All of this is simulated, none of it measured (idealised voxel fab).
Title: Process Module voxel tone inversion
The cross-section on display is named cut; it measures 300 nm wide, and its cells are 5 nm squares.
Throughout this document, each cross-section is represented as a grid of square cells and is presented as a sequence of bands enumerated from the top downward, where a band comprises one or more rows of cells.
Band: top and bottom heights (nm) first, top before bottom; then materials from left to right, widths in nm. "edge to edge" marks a sole material filling the band edge to edge. "blank" denotes empty space.
The reference from which all heights are counted is 0, the level beneath which the as-received wafer is entirely one material; the lowest band, having no lower bound, proceeds downward and is written after the example "0 and below".
When a width is written as two numbers, as in "30..40", the first number is the width in the top row of cells of the band and the second is the width in its bottom row, and the width changes by the same amount from each row to the next.
Step marked "no modifications"? Then no cell in the cross-section changed in it.
"Entrapped void list": sealed empty spaces, 8 cells or more, no open way to top, listed width x height at distance, with distance from the left edge and width, height and distance in nm.
after a step's settings: what the simulator itself notes on the step
The "overlay nm" setting may appear on a step's line; for a step that uses a mask, it gives how far to the right of its planned position the mask lay, and a negative value indicates the left.
Here's what the planned process steps look like
1: RECEIVE, material Si
2: CONFORMAL_DEP, material SiN, thk nm 5
3: DIRECTIONAL_DEP, material polySi, thk nm 15
4: PATTERN, tone cover, mask id POSTS, material resist, width nm 15, pitch nm 40, thk nm 20, overlay nm 0
5: DIRECTIONAL_ETCH, etch materials polySi, depth nm 15
6: STRIP, etch materials resist
7: FILL_DEP, material SiO2, thk nm 10
8: CMP, height nm 20
9: STRIP, etch materials polySi
10: CONFORMAL_DEP, material TiN, thk nm 5
11: FILL_DEP, material Ru, thk nm 10
12: CMP, height nm 20
13: CONFORMAL_DEP, material SiN, thk nm 5
This is the cross-section of the wafer as we received it, i.e. after step 1
- 0 and below  Si edge to edge
- Entrapped void list: none
Sectioned view, first of two wafers, at the close of the module, processed as intended in the plan
- 25 down to 20  SiN edge to edge
- 20 down to 10  SiO2 (100), TiN (5), Ru (5), TiN (5), SiO2 (25), TiN (5), Ru (5), TiN (5), SiO2 (25), TiN (5), Ru (5), TiN (5), SiO2 (105)
- 10 down to 5  SiO2 (100), TiN (15), SiO2 (25), TiN (15), SiO2 (25), TiN (15), SiO2 (105)
- 5 down to 0  SiN edge to edge
- 0 and below  Si edge to edge
- Entrapped void list: none
Cross-section, wafer two of two, end of module: same start and plan as wafer one, one error in execution
- 15 down to 10  SiN edge to edge
- 10 down to 5  SiO2 (100), TiN (15), SiO2 (25), TiN (15), SiO2 (25), TiN (15), SiO2 (105)
- 5 down to 0  SiN edge to edge
- 0 and below  Si edge to edge
- Entrapped void list: none
Want to know what went wrong? for step 12, the planned setting was not used; the step was instead run as CMP, height nm 10
End check, counted in cells, second wafer has more or fewer of these materials than the first: Ru: 6 fewer, SiO2: 102 fewer, TiN: 12 fewer
